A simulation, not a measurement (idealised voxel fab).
A process module follows: voxel gate over fins.
Cross-section cut: width 295 nm, square cells of 5 nm.
This document writes a cross-section as a grid whose cells are square, and gives it as bands, listed from the top down; one or more rows of cells form a band. Basically the band line says how high the top is and how high the bottom is, in nm, and then what's in it from left to right, every material with its width in nm. Empty space shows up as "blank", and if a single material carries "throughout" it runs the full band edge to edge. Height 0 is the level under which the wafer as received is all one material. The lowest band goes on downwards, as in "z 0 and below". So if you see something like "30..40" for the width, read it as the top row of the band sitting at the first number and the bottom row at the second, with every row in between moving by the same amount as the last. For the purposes of this document, the phrase "nothing altered" attached to a step denotes that no cell within the cross-section was modified by that step. Empty spaces counting at least 8 cells and having no open way to the top are listed in "Closed voids list". The notation width x height at distance is used for each, the distance being from the left edge and all three values in nm. Whatever follows a step's settings on its line is a remark the simulator itself makes about that step. overlay nm, on a step with a mask: how far to the right of its planned place the mask lay; to the left if negative.

Steps planned for the process:
step 1: RECEIVE (material Si)
step 2: CONFORMAL_DEP (material SiN; thk nm 10)
step 3: PATTERN (tone cover; mask id FINS; material resist; width nm 15; pitch nm 45; thk nm 20; overlay nm 0)
step 4: DIRECTIONAL_ETCH (etch materials SiN; depth nm 10)
step 5: DIRECTIONAL_ETCH (etch materials Si; depth nm 40)
step 6: STRIP (etch materials resist)
step 7: OXIDIZE (depth nm 5)
step 8: FILL_DEP (material SiO2; thk nm 15)
step 9: CMP (height nm 10)
step 10: SELECTIVE_ETCH (etch materials SiO2; depth nm 20)
step 11: STRIP (etch materials SiN)
step 12: CONFORMAL_DEP (material HfO2; thk nm 5)
step 13: CONFORMAL_DEP (material TiN; thk nm 5)
step 14: FILL_DEP (material W; thk nm 10)
step 15: CMP (height nm 15)
step 16: CONFORMAL_DEP (material SiN; thk nm 10)

So this is the incoming wafer in cross-section - it's already been through step 1:
	z 0 and below: Si throughout
	Closed voids list: none

Wafer cross-section at end of module: start and plan as shown above, one execution error:
	z 25 to 15: SiN throughout
	z 15 to 10: W throughout
	z 10 to 5: TiN (120) / W (5) / TiN (40) / W (5) / TiN (125)
	z 5 to 0: HfO2 (115) / TiN (5) / W (5) / TiN (5) / HfO2 (30) / TiN (5) / W (5) / TiN (5) / HfO2 (120)
	z 0 to -5: Si (110) / HfO2 (5) / TiN (15) / HfO2 (5) / Si (20) / HfO2 (5) / TiN (15) / HfO2 (5) / Si (115)
	z -5 to -10: Si (110) / HfO2 (25) / Si (20) / HfO2 (25) / Si (115)
	z -10 to -45: Si (110) / SiO2 (25) / Si (20) / SiO2 (25) / Si (115)
	z -45 and below: Si throughout
	Closed voids list: none
Processing error: for step 3, the planned setting was not used; the step was instead run as PATTERN (tone open; mask id FINS; material resist; width nm 15; pitch nm 45; thk nm 20; overlay nm 0)
